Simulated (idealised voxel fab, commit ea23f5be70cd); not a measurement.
Herein follows the process module entitled voxel wiring stack.
It is cross-section cut that appears here, measuring 260 nm in width, its square cells being 5 nm in size.
Cross-section, as written here: a square-cell grid given band by band from the top down, where a band holds one or more rows of cells. Basically the band line says how high the top is and how high the bottom is, in nm, and then what's in it from left to right, every material with its width in nm. Empty space shows up as "air", and if a single material carries "everywhere" it runs the full band edge to edge. Basically, 0 is our baseline, since under it the wafer straight out of the box is all one material. The bottom band has no lower end and keeps on going down, so it looks like "0 down". It should be noted that a width expressed as "30->40" varies in equal increments from row to row of cells within the band, taking the value of the first number at the top row and that of the second number at the bottom row. You'll sometimes find "no modification" written for a step, and that's the way of saying that nowhere in the cross-section did a cell change during that step. For the entry "Unvented cavities", the listed items are empty spaces with no open way to the top whose size is 8 cells or more; each item follows the pattern width x height at distance, where distance is from the left edge and all three are in nm. Where a step's line continues beyond its settings, the continuation is a remark by the simulator itself on that step. The optional step-line setting "overlay nm" applies to steps with a mask and quantifies how far to the right of its planned location the mask lay, a negative value indicating leftward placement.

## This section lists the process steps that were planned
1. RECEIVE: material Si
2. CONFORMAL_DEP: material SiO2, thk nm 15
3. CONFORMAL_DEP: material SiCN, thk nm 5
4. DIRECTIONAL_DEP: material lowk, thk nm 15
5. DIRECTIONAL_DEP: material aC, thk nm 10
6. PATTERN: tone open, mask id METAL_1, material resist, width nm 20, pitch nm 40, thk nm 25, overlay nm 0
7. DIRECTIONAL_ETCH: etch materials aC, depth nm 10
8. STRIP: etch materials resist
9. DIRECTIONAL_ETCH: etch materials lowk, depth nm 15
10. DIRECTIONAL_ETCH: etch materials SiCN, depth nm 5
11. STRIP: etch materials aC
12. CONFORMAL_DEP: material TiN, thk nm 5
13. FILL_DEP: material Cu, thk nm 5
14. CMP: height nm 35
15. EPI: material Ru, thk nm 5
16. FILL_DEP: material SiCN, thk nm 5
17. DIRECTIONAL_DEP: material SiO2, thk nm 15
18. DIRECTIONAL_DEP: material aC, thk nm 15
19. PATTERN: tone open, mask id PLUG_1, material resist, width nm 15, pitch nm 40, thk nm 30, overlay nm 0
20. DIRECTIONAL_ETCH: etch materials aC, depth nm 15
21. STRIP: etch materials resist
22. DIRECTIONAL_ETCH: etch materials SiO2, depth nm 15
23. DIRECTIONAL_ETCH: etch materials SiCN, depth nm 5
24. STRIP: etch materials aC
25. EPI: material Ru, thk nm 10
26. EPI: material Ru, thk nm 10
27. CONFORMAL_DEP: material SiCN, thk nm 5
28. DIRECTIONAL_DEP: material lowk, thk nm 20
29. PATTERN: tone open, mask id METAL_2, material resist, width nm 20, pitch nm 40, thk nm 15, overlay nm 0
30. DIRECTIONAL_ETCH: etch materials lowk, depth nm 20
31. DIRECTIONAL_ETCH: etch materials SiCN, depth nm 5
32. STRIP: etch materials resist
33. CONFORMAL_DEP: material TiN, thk nm 5
34. FILL_DEP: material W, thk nm 5
35. CMP: height nm 85
36. CONFORMAL_DEP: material SiCN, thk nm 5
37. DIRECTIONAL_DEP: material lowk, thk nm 30
38. MASKED_ETCH: tone open, mask id METAL_3, width nm 20, pitch nm 40, etch materials lowk, depth nm 15, overlay nm 0
39. MASKED_ETCH: tone open, mask id METAL_3_HOLES, width nm 15, pitch nm 40, etch materials lowk, depth nm 15, overlay nm 0
40. MASKED_ETCH: tone open, mask id METAL_3_HOLES, width nm 15, pitch nm 40, etch materials SiCN, depth nm 5, overlay nm 0
41. CONFORMAL_DEP: material TiN, thk nm 5
42. FILL_DEP: material Cu, thk nm 5
43. CMP: height nm 120
44. CONFORMAL_DEP: material SiCN, thk nm 5
45. DIRECTIONAL_DEP: material SiO2, thk nm 20
46. MASKED_ETCH: tone open, mask id PLUG_3, width nm 15, pitch nm 40, etch materials SiO2, depth nm 20, overlay nm 0
47. MASKED_ETCH: tone open, mask id PLUG_3, width nm 15, pitch nm 40, etch materials SiCN, depth nm 5, overlay nm 0
48. EPI: material Ru, thk nm 10
49. EPI: material Ru, thk nm 10
50. EPI: material Ru, thk nm 5
51. DIRECTIONAL_DEP: material TiN, thk nm 5
52. DIRECTIONAL_DEP: material W, thk nm 25
53. MASKED_ETCH: tone cover, mask id METAL_4, width nm 20, pitch nm 40, etch materials W, depth nm 25, overlay nm 0
54. MASKED_ETCH: tone cover, mask id METAL_4, width nm 20, pitch nm 40, etch materials TiN, depth nm 5, overlay nm 0
55. CONFORMAL_DEP: material SiCN, thk nm 5
56. FILL_DEP: material SiO2, thk nm 5
57. CMP: height nm 175
58. CONFORMAL_DEP: material SiCN, thk nm 5

## First of two wafers: run as planned

## Wafer cross-section on receipt, i.e. after step 1
    0 down: Si everywhere
    Unvented cavities: none

## The wafer, seen in cross-section, after step 2
    15 to 0: SiO2 everywhere
    below 0: unchanged

## The wafer, seen in cross-section, after step 3
    20 to 15: SiCN everywhere
    below 15: unchanged

## The wafer, seen in cross-section, after step 4
    35 to 20: lowk everywhere
    below 20: unchanged

## The wafer, seen in cross-section, after step 5
    45 to 35: aC everywhere
    below 35: unchanged

## The wafer, seen in cross-section, after step 6
    70 to 45: resist (80)  air (20)  resist (20)  air (20)  resist (20)  air (20)  resist (80)
    below 45: unchanged

## The wafer, seen in cross-section, after step 7
    60 to 45: resist (80)  air (20)  resist (20)  air (20)  resist (20)  air (20)  resist (80)
    45 to 35: aC (80)  air (20)  aC (20)  air (20)  aC (20)  air (20)  aC (80)
    below 35: unchanged

## The wafer, seen in cross-section, after step 8
    45 to 35: aC (80)  air (20)  aC (20)  air (20)  aC (20)  air (20)  aC (80)
    below 35: unchanged

## The wafer, seen in cross-section, after step 9
    45 to 35: aC (80)  air (20)  aC (20)  air (20)  aC (20)  air (20)  aC (80)
    35 to 20: lowk (80)  air (20)  lowk (20)  air (20)  lowk (20)  air (20)  lowk (80)
    below 20: unchanged

## The wafer, seen in cross-section, after step 10
    45 to 35: aC (80)  air (20)  aC (20)  air (20)  aC (20)  air (20)  aC (80)
    35 to 20: lowk (80)  air (20)  lowk (20)  air (20)  lowk (20)  air (20)  lowk (80)
    20 to 15: SiCN (80)  air (20)  SiCN (20)  air (20)  SiCN (20)  air (20)  SiCN (80)
    below 15: unchanged

## The wafer, seen in cross-section, after step 11
    35 to 20: lowk (80)  air (20)  lowk (20)  air (20)  lowk (20)  air (20)  lowk (80)
    below 20: unchanged

## The wafer, seen in cross-section, after step 12
    40 to 35: TiN (85)  air (10)  TiN (30)  air (10)  TiN (30)  air (10)  TiN (85)
    35 to 20: lowk (80)  TiN (5)  air (10)  TiN (5)  lowk (20)  TiN (5)  air (10)  TiN (5)  lowk (20)  TiN (5)  air (10)  TiN (5)  lowk (80)
    20 to 15: SiCN (80)  TiN (20)  SiCN (20)  TiN (20)  SiCN (20)  TiN (20)  SiCN (80)
    below 15: unchanged

## The wafer, seen in cross-section, after step 13
    45 to 40: Cu everywhere
    40 to 35: TiN (85)  Cu (10)  TiN (30)  Cu (10)  TiN (30)  Cu (10)  TiN (85)
    35 to 20: lowk (80)  TiN (5)  Cu (10)  TiN (5)  lowk (20)  TiN (5)  Cu (10)  TiN (5)  lowk (20)  TiN (5)  Cu (10)  TiN (5)  lowk (80)
    below 20: unchanged

## The wafer, seen in cross-section, after step 14
    35 to 20: lowk (80)  TiN (5)  Cu (10)  TiN (5)  lowk (20)  TiN (5)  Cu (10)  TiN (5)  lowk (20)  TiN (5)  Cu (10)  TiN (5)  lowk (80)
    below 20: unchanged

## The wafer, seen in cross-section, after step 15
    40 to 35: air (75)  Ru (30)  air (10)  Ru (30)  air (10)  Ru (30)  air (75)
    below 35: unchanged

## The wafer, seen in cross-section, after step 16
    45 to 40: SiCN everywhere
    40 to 35: SiCN (75)  Ru (30)  SiCN (10)  Ru (30)  SiCN (10)  Ru (30)  SiCN (75)
    below 35: unchanged

## The wafer, seen in cross-section, after step 17
    60 to 45: SiO2 everywhere
    below 45: unchanged

## The wafer, seen in cross-section, after step 18
    75 to 60: aC everywhere
    below 60: unchanged

## The wafer, seen in cross-section, after step 19
    105 to 75: resist (80)  air (15)  resist (25)  air (15)  resist (25)  air (15)  resist (85)
    below 75: unchanged

## The wafer, seen in cross-section, after step 20
    90 to 75: resist (80)  air (15)  resist (25)  air (15)  resist (25)  air (15)  resist (85)
    75 to 60: aC (80)  air (15)  aC (25)  air (15)  aC (25)  air (15)  aC (85)
    below 60: unchanged

## The wafer, seen in cross-section, after step 21
    75 to 60: aC (80)  air (15)  aC (25)  air (15)  aC (25)  air (15)  aC (85)
    below 60: unchanged

## The wafer, seen in cross-section, after step 22
    75 to 60: aC (80)  air (15)  aC (25)  air (15)  aC (25)  air (15)  aC (85)
    60 to 45: SiO2 (80)  air (15)  SiO2 (25)  air (15)  SiO2 (25)  air (15)  SiO2 (85)
    below 45: unchanged

## The wafer, seen in cross-section, after step 23
    75 to 60: aC (80)  air (15)  aC (25)  air (15)  aC (25)  air (15)  aC (85)
    60 to 45: SiO2 (80)  air (15)  SiO2 (25)  air (15)  SiO2 (25)  air (15)  SiO2 (85)
    45 to 40: SiCN (80)  air (15)  SiCN (25)  air (15)  SiCN (25)  air (15)  SiCN (85)
    below 40: unchanged

## The wafer, seen in cross-section, after step 24
    60 to 45: SiO2 (80)  air (15)  SiO2 (25)  air (15)  SiO2 (25)  air (15)  SiO2 (85)
    below 45: unchanged

## The wafer, seen in cross-section, after step 25
    60 to 50: SiO2 (80)  air (15)  SiO2 (25)  air (15)  SiO2 (25)  air (15)  SiO2 (85)
    50 to 45: SiO2 (80)  Ru (15)  SiO2 (25)  Ru (15)  SiO2 (25)  Ru (15)  SiO2 (85)
    45 to 35: SiCN (80->75)  Ru (15->30)  SiCN (25->10)  Ru (15->30)  SiCN (25->10)  Ru (15->30)  SiCN (85->75)
    below 35: unchanged

## The wafer, seen in cross-section, after step 26
    60 to 45: SiO2 (80)  Ru (15)  SiO2 (25)  Ru (15)  SiO2 (25)  Ru (15)  SiO2 (85)
    below 45: unchanged

## The wafer, seen in cross-section, after step 27
    65 to 60: SiCN everywhere
    below 60: unchanged

## The wafer, seen in cross-section, after step 28
    85 to 65: lowk everywhere
    below 65: unchanged

## The wafer, seen in cross-section, after step 29
    100 to 85: resist (80)  air (20)  resist (20)  air (20)  resist (20)  air (20)  resist (80)
    below 85: unchanged

## The wafer, seen in cross-section, after step 30
    100 to 85: resist (80)  air (20)  resist (20)  air (20)  resist (20)  air (20)  resist (80)
    85 to 65: lowk (80)  air (20)  lowk (20)  air (20)  lowk (20)  air (20)  lowk (80)
    below 65: unchanged

## The wafer, seen in cross-section, after step 31
    100 to 85: resist (80)  air (20)  resist (20)  air (20)  resist (20)  air (20)  resist (80)
    85 to 65: lowk (80)  air (20)  lowk (20)  air (20)  lowk (20)  air (20)  lowk (80)
    65 to 60: SiCN (80)  air (20)  SiCN (20)  air (20)  SiCN (20)  air (20)  SiCN (80)
    below 60: unchanged

## The wafer, seen in cross-section, after step 32
    85 to 65: lowk (80)  air (20)  lowk (20)  air (20)  lowk (20)  air (20)  lowk (80)
    below 65: unchanged

## The wafer, seen in cross-section, after step 33
    90 to 85: TiN (85)  air (10)  TiN (30)  air (10)  TiN (30)  air (10)  TiN (85)
    85 to 65: lowk (80)  TiN (5)  air (10)  TiN (5)  lowk (20)  TiN (5)  air (10)  TiN (5)  lowk (20)  TiN (5)  air (10)  TiN (5)  lowk (80)
    65 to 60: SiCN (80)  TiN (20)  SiCN (20)  TiN (20)  SiCN (20)  TiN (20)  SiCN (80)
    below 60: unchanged

## The wafer, seen in cross-section, after step 34
    95 to 90: W everywhere
    90 to 85: TiN (85)  W (10)  TiN (30)  W (10)  TiN (30)  W (10)  TiN (85)
    85 to 65: lowk (80)  TiN (5)  W (10)  TiN (5)  lowk (20)  TiN (5)  W (10)  TiN (5)  lowk (20)  TiN (5)  W (10)  TiN (5)  lowk (80)
    below 65: unchanged

## The wafer, seen in cross-section, after step 35
    85 to 65: lowk (80)  TiN (5)  W (10)  TiN (5)  lowk (20)  TiN (5)  W (10)  TiN (5)  lowk (20)  TiN (5)  W (10)  TiN (5)  lowk (80)
    below 65: unchanged

## The wafer, seen in cross-section, after step 36
    90 to 85: SiCN everywhere
    below 85: unchanged

## The wafer, seen in cross-section, after step 37
    120 to 90: lowk everywhere
    below 90: unchanged

## The wafer, seen in cross-section, after step 38
    120 to 105: lowk (80)  air (20)  lowk (20)  air (20)  lowk (20)  air (20)  lowk (80)
    below 105: unchanged

## The wafer, seen in cross-section, after step 39
    120 to 105: lowk (80)  air (20)  lowk (20)  air (20)  lowk (20)  air (20)  lowk (80)
    105 to 90: lowk (80)  air (15)  lowk (25)  air (15)  lowk (25)  air (15)  lowk (85)
    below 90: unchanged

## The wafer, seen in cross-section, after step 40
    120 to 105: lowk (80)  air (20)  lowk (20)  air (20)  lowk (20)  air (20)  lowk (80)
    105 to 90: lowk (80)  air (15)  lowk (25)  air (15)  lowk (25)  air (15)  lowk (85)
    90 to 85: SiCN (80)  air (15)  SiCN (25)  air (15)  SiCN (25)  air (15)  SiCN (85)
    below 85: unchanged

## The wafer, seen in cross-section, after step 41
    125 to 120: TiN (85)  air (10)  TiN (30)  air (10)  TiN (30)  air (10)  TiN (85)
    120 to 110: lowk (80)  TiN (5)  air (10)  TiN (5)  lowk (20)  TiN (5)  air (10)  TiN (5)  lowk (20)  TiN (5)  air (10)  TiN (5)  lowk (80)
    110 to 105: lowk (80)  TiN (5)  air (5)  TiN (10)  lowk (20)  TiN (5)  air (5)  TiN (10)  lowk (20)  TiN (5)  air (5)  TiN (10)  lowk (80)
    105 to 90: lowk (80)  TiN (5)  air (5)  TiN (5)  lowk (25)  TiN (5)  air (5)  TiN (5)  lowk (25)  TiN (5)  air (5)  TiN (5)  lowk (85)
    90 to 85: SiCN (80)  TiN (15)  SiCN (25)  TiN (15)  SiCN (25)  TiN (15)  SiCN (85)
    below 85: unchanged

## The wafer, seen in cross-section, after step 42
    130 to 125: Cu everywhere
    125 to 120: TiN (85)  Cu (10)  TiN (30)  Cu (10)  TiN (30)  Cu (10)  TiN (85)
    120 to 110: lowk (80)  TiN (5)  Cu (10)  TiN (5)  lowk (20)  TiN (5)  Cu (10)  TiN (5)  lowk (20)  TiN (5)  Cu (10)  TiN (5)  lowk (80)
    110 to 105: lowk (80)  TiN (5)  Cu (5)  TiN (10)  lowk (20)  TiN (5)  Cu (5)  TiN (10)  lowk (20)  TiN (5)  Cu (5)  TiN (10)  lowk (80)
    105 to 90: lowk (80)  TiN (5)  Cu (5)  TiN (5)  lowk (25)  TiN (5)  Cu (5)  TiN (5)  lowk (25)  TiN (5)  Cu (5)  TiN (5)  lowk (85)
    below 90: unchanged

## The wafer, seen in cross-section, after step 43
    120 to 110: lowk (80)  TiN (5)  Cu (10)  TiN (5)  lowk (20)  TiN (5)  Cu (10)  TiN (5)  lowk (20)  TiN (5)  Cu (10)  TiN (5)  lowk (80)
    below 110: unchanged

## The wafer, seen in cross-section, after step 44
    125 to 120: SiCN everywhere
    below 120: unchanged

## The wafer, seen in cross-section, after step 45
    145 to 125: SiO2 everywhere
    below 125: unchanged

## The wafer, seen in cross-section, after step 46
    145 to 125: SiO2 (80)  air (15)  SiO2 (25)  air (15)  SiO2 (25)  air (15)  SiO2 (85)
    below 125: unchanged

## The wafer, seen in cross-section, after step 47
    145 to 125: SiO2 (80)  air (15)  SiO2 (25)  air (15)  SiO2 (25)  air (15)  SiO2 (85)
    125 to 120: SiCN (80)  air (15)  SiCN (25)  air (15)  SiCN (25)  air (15)  SiCN (85)
    below 120: unchanged

## The wafer, seen in cross-section, after step 48
    145 to 130: SiO2 (80)  air (15)  SiO2 (25)  air (15)  SiO2 (25)  air (15)  SiO2 (85)
    130 to 125: SiO2 (80)  Ru (15)  SiO2 (25)  Ru (15)  SiO2 (25)  Ru (15)  SiO2 (85)
    125 to 120: SiCN (80)  Ru (15)  SiCN (25)  Ru (15)  SiCN (25)  Ru (15)  SiCN (85)
    below 120: unchanged

## The wafer, seen in cross-section, after step 49
    145 to 140: SiO2 (80)  air (15)  SiO2 (25)  air (15)  SiO2 (25)  air (15)  SiO2 (85)
    140 to 125: SiO2 (80)  Ru (15)  SiO2 (25)  Ru (15)  SiO2 (25)  Ru (15)  SiO2 (85)
    below 125: unchanged

## The wafer, seen in cross-section, after step 50
    145 to 125: SiO2 (80)  Ru (15)  SiO2 (25)  Ru (15)  SiO2 (25)  Ru (15)  SiO2 (85)
    below 125: unchanged

## The wafer, seen in cross-section, after step 51
    150 to 145: TiN everywhere
    below 145: unchanged

## The wafer, seen in cross-section, after step 52
    175 to 150: W everywhere
    below 150: unchanged

## The wafer, seen in cross-section, after step 53
    175 to 150: air (80)  W (20)  air (20)  W (20)  air (20)  W (20)  air (80)
    below 150: unchanged

## The wafer, seen in cross-section, after step 54
    175 to 150: air (80)  W (20)  air (20)  W (20)  air (20)  W (20)  air (80)
    150 to 145: air (80)  TiN (20)  air (20)  TiN (20)  air (20)  TiN (20)  air (80)
    below 145: unchanged

## The wafer, seen in cross-section, after step 55
    180 to 175: air (75)  SiCN (30)  air (10)  SiCN (30)  air (10)  SiCN (30)  air (75)
    175 to 150: air (75)  SiCN (5)  W (20)  SiCN (5)  air (10)  SiCN (5)  W (20)  SiCN (5)  air (10)  SiCN (5)  W (20)  SiCN (5)  air (75)
    150 to 145: SiCN (80)  TiN (20)  SiCN (20)  TiN (20)  SiCN (20)  TiN (20)  SiCN (80)
    below 145: unchanged

## The wafer, seen in cross-section, after step 56
    185 to 180: SiO2 everywhere
    180 to 175: SiO2 (75)  SiCN (30)  SiO2 (10)  SiCN (30)  SiO2 (10)  SiCN (30)  SiO2 (75)
    175 to 150: SiO2 (75)  SiCN (5)  W (20)  SiCN (5)  SiO2 (10)  SiCN (5)  W (20)  SiCN (5)  SiO2 (10)  SiCN (5)  W (20)  SiCN (5)  SiO2 (75)
    below 150: unchanged

## The wafer, seen in cross-section, after step 57
    175 to 150: SiO2 (75)  SiCN (5)  W (20)  SiCN (5)  SiO2 (10)  SiCN (5)  W (20)  SiCN (5)  SiO2 (10)  SiCN (5)  W (20)  SiCN (5)  SiO2 (75)
    below 150: unchanged

## The wafer, seen in cross-section, after step 58
    180 to 175: SiCN everywhere
    below 175: unchanged

## Second of two: same start, same plan, one run error; steps up to and including 53 match the first

## Second wafer shown in cross-section at the time step 54 was slated to end
    175 to 150: air (80)  W (20)  air (20)  W (20)  air (20)  W (20)  air (80)
    150 to 145: air (80)  TiN (30)  air (10)  TiN (30)  air (10)  TiN (30)  air (70)
    below 145: unchanged

## Second wafer shown in cross-section at the time step 55 was slated to end
    180 to 175: air (75)  SiCN (30)  air (10)  SiCN (30)  air (10)  SiCN (30)  air (75)
    175 to 155: air (75)  SiCN (5)  W (20)  SiCN (5)  air (10)  SiCN (5)  W (20)  SiCN (5)  air (10)  SiCN (5)  W (20)  SiCN (5)  air (75)
    155 to 150: air (75)  SiCN (5)  W (20)  SiCN (20)  W (20)  SiCN (20)  W (20)  SiCN (15)  air (65)
    150 to 145: SiCN (80)  TiN (30)  SiCN (10)  TiN (30)  SiCN (10)  TiN (30)  SiCN (70)
    below 145: unchanged

## Second wafer shown in cross-section at the time step 56 was slated to end
    185 to 180: SiO2 everywhere
    180 to 175: SiO2 (75)  SiCN (30)  SiO2 (10)  SiCN (30)  SiO2 (10)  SiCN (30)  SiO2 (75)
    175 to 155: SiO2 (75)  SiCN (5)  W (20)  SiCN (5)  SiO2 (10)  SiCN (5)  W (20)  SiCN (5)  SiO2 (10)  SiCN (5)  W (20)  SiCN (5)  SiO2 (75)
    155 to 150: SiO2 (75)  SiCN (5)  W (20)  SiCN (20)  W (20)  SiCN (20)  W (20)  SiCN (15)  SiO2 (65)
    below 150: unchanged

## Second wafer shown in cross-section at the time step 57 was slated to end
    175 to 155: SiO2 (75)  SiCN (5)  W (20)  SiCN (5)  SiO2 (10)  SiCN (5)  W (20)  SiCN (5)  SiO2 (10)  SiCN (5)  W (20)  SiCN (5)  SiO2 (75)
    below 155: unchanged

## Second wafer shown in cross-section at the time step 58 was slated to end
    180 to 175: SiCN everywhere
    below 175: unchanged
Plan not followed: step 54 was processed under conditions differing from the plan, specifically as MASKED_ETCH: tone cover, mask id METAL_4, width nm 20, pitch nm 40, etch materials TiN, depth nm 5, overlay nm 10
In the final state, the cell counts of the second wafer exceed or fall short of those of the first for the following materials: 6 fewer of SiO2, 6 more of TiN
